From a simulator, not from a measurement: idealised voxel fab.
A process module follows: voxel self aligned contacts.
The cross-section on display is named cut; it measures 205 nm wide, and its cells are 5 nm squares.
Square cells in a grid make up a cross-section in this document, and the grid is given as bands, listed from the top down, each one or more rows of cells.
Each band's line starts with the height of the band's top and of its bottom, in nm. Then come its materials from left to right, each with its width in nm. One material with "edge to edge" fills the band from edge to edge. "blank" is empty space.
A quick word on heights: they are counted from 0, and under that level the wafer as it came to us is one material throughout. The lowest band is different from the rest in having no bottom; it simply continues downward, written as in "0 and below".
Per-row width for "30->40": begins at first number (top row of band), ends at second number (bottom row), increment between rows held constant.
Basically "nothing altered" means that step didn't change any cell in the cross-section.
Listed in "Sealed voids": every empty space of 8 or more cells without an open way to the top. Form: width x height at distance, the distance being from the left edge, all in nm.
Post-settings text on a step line: simulator's own remark regarding the step.
"overlay nm" on a masked step: distance the mask lay right of its planned place, negative for left.
## Process steps - plan
step 1: RECEIVE | material Si
step 2: OXIDIZE | depth nm 5
step 3: DIRECTIONAL_DEP | material polySi | thk nm 30
step 4: DIRECTIONAL_DEP | material SiN | thk nm 20
step 5: MASKED_ETCH | tone cover | mask id GATE | width nm 25 | pitch nm 60 | etch materials SiN | depth nm 20 | overlay nm 0
step 6: MASKED_ETCH | tone cover | mask id GATE | width nm 25 | pitch nm 60 | etch materials polySi | depth nm 30 | overlay nm 0
step 7: CONFORMAL_DEP | material SiN | thk nm 5
step 8: DIRECTIONAL_ETCH | etch materials SiN | depth nm 5
step 9: FILL_DEP | material SiO2 | thk nm 20
step 10: CMP | height nm 60
step 11: PATTERN | tone open | mask id CONTACT | material resist | width nm 45 | thk nm 20 | overlay nm 0
step 12: DIRECTIONAL_ETCH | etch materials SiO2 | depth nm 65
step 13: STRIP | etch materials resist
step 14: CONFORMAL_DEP | material TiN | thk nm 5
step 15: FILL_DEP | material W | thk nm 5
step 16: CMP | height nm 60
step 17: CONFORMAL_DEP | material SiN | thk nm 5
## Cross-section: wafer on arrival = after step 1
* 0 and below | Si edge to edge
* Sealed voids: none
## End-of-module cross-section. Starting structure and process plan as above; one mistake made in running it
* 65 down to 60 | SiN edge to edge
* 60 down to 50 | SiO2: 80; TiN: 5->20; W: 35->5; TiN: 5->20; SiO2: 80
* 50 down to 30 | SiO2: 50; SiN: 45; TiN: 5; W: 5; TiN: 5; SiN: 45; SiO2: 50
* 30 down to 0 | SiO2: 50; SiN: 5; polySi: 35; SiN: 5; TiN: 5; W: 5; TiN: 5; SiN: 5; polySi: 35; SiN: 5; SiO2: 50
* 0 down to -5 | SiO2: 95; TiN: 15; SiO2: 95
* -5 and below | Si edge to edge
* Sealed voids: none
What broke from the plan during processing? step 5 ran differently from the plan; actual operation with settings: MASKED_ETCH | tone cover | mask id GATE | width nm 35 | pitch nm 60 | etch materials SiN | depth nm 20 | overlay nm 0
